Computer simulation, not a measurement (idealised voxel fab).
This section sets out a process module, namely voxel double patterning.
cross-section cut | 200 nm wide | cells 5 nm
Cross-section = grid of square cells, listed top down in bands; band = one or more rows. The entry gives the band's vertical extent as a top height and a bottom height in nm, then its horizontal make-up as materials from left to right, each with a width in nm. "empty" stands for empty space; a single material marked "all across" fills the band edge to edge. Heads up on the height convention: 0 is the point under which the incoming wafer is all one material, and the lowest band has no bottom, it just keeps going down, like "0 -> down". So if you see something like "30..40" for the width, read it as the top row of the band sitting at the first number and the bottom row at the second, with every row in between moving by the same amount as the last. Key: "left unchanged" - step with no changed cell in the cross-section. Any empty space of 8 cells or more lacking an open way to the top shows up in "Enclosed void inventory" as width x height at distance, distance from the left edge, in nm. Formally, on a step line, whatever follows the settings is a remark that the simulator itself makes on the step. For masked steps, "overlay nm" on the step line gives how far right of plan the mask actually lay; a minus sign means it lay to the left.

-- Planned step list for the process
1. RECEIVE (material Si)
2. CONFORMAL_DEP (material SiO2; thk nm 5)
3. DIRECTIONAL_DEP (material W; thk nm 10)
4. DIRECTIONAL_DEP (material SiCN; thk nm 10)
5. DIRECTIONAL_DEP (material aC; thk nm 15)
6. PATTERN (tone open; mask id FIRST; material resist; width nm 15; pitch nm 50; thk nm 30; overlay nm 0)
7. DIRECTIONAL_ETCH (etch materials aC; depth nm 15)
8. STRIP (etch materials resist)
9. DIRECTIONAL_ETCH (etch materials SiCN; depth nm 10)
10. STRIP (etch materials aC)
11. PATTERN (tone open; mask id SECOND; material resist; width nm 15; thk nm 15; overlay nm 0)
12. DIRECTIONAL_ETCH (etch materials SiCN; depth nm 10)
13. STRIP (etch materials resist)
14. DIRECTIONAL_ETCH (etch materials W; depth nm 10)
15. STRIP (etch materials SiCN)

-- Cross-sectional view of the wafer in its as-received condition, corresponding to the state after step 1
> 0 -> down: Si all across
> Enclosed void inventory: none

-- Post-module cross-section of the first of two wafers (run per plan)
> 15 -> 5: W (65), then empty (15), then W (10), then empty (15), then W (10), then empty (15), then W (70)
> 5 -> 0: SiO2 all across
> 0 -> down: Si all across
> Enclosed void inventory: none

-- second wafer at the end: like start, like plan, one mistake
> 15 -> 5: empty (65), then W (15), then empty (35), then W (15), then empty (70)
> 5 -> 0: SiO2 all across
> 0 -> down: Si all across
> Enclosed void inventory: none
Run error: so step 6 ended up running with a different setting than we planned, it ran as PATTERN (tone cover; mask id FIRST; material resist; width nm 15; pitch nm 50; thk nm 30; overlay nm 0)
Looking at both finished wafers in cells, the second ends up ahead of or behind the first on some materials: 50 fewer of W
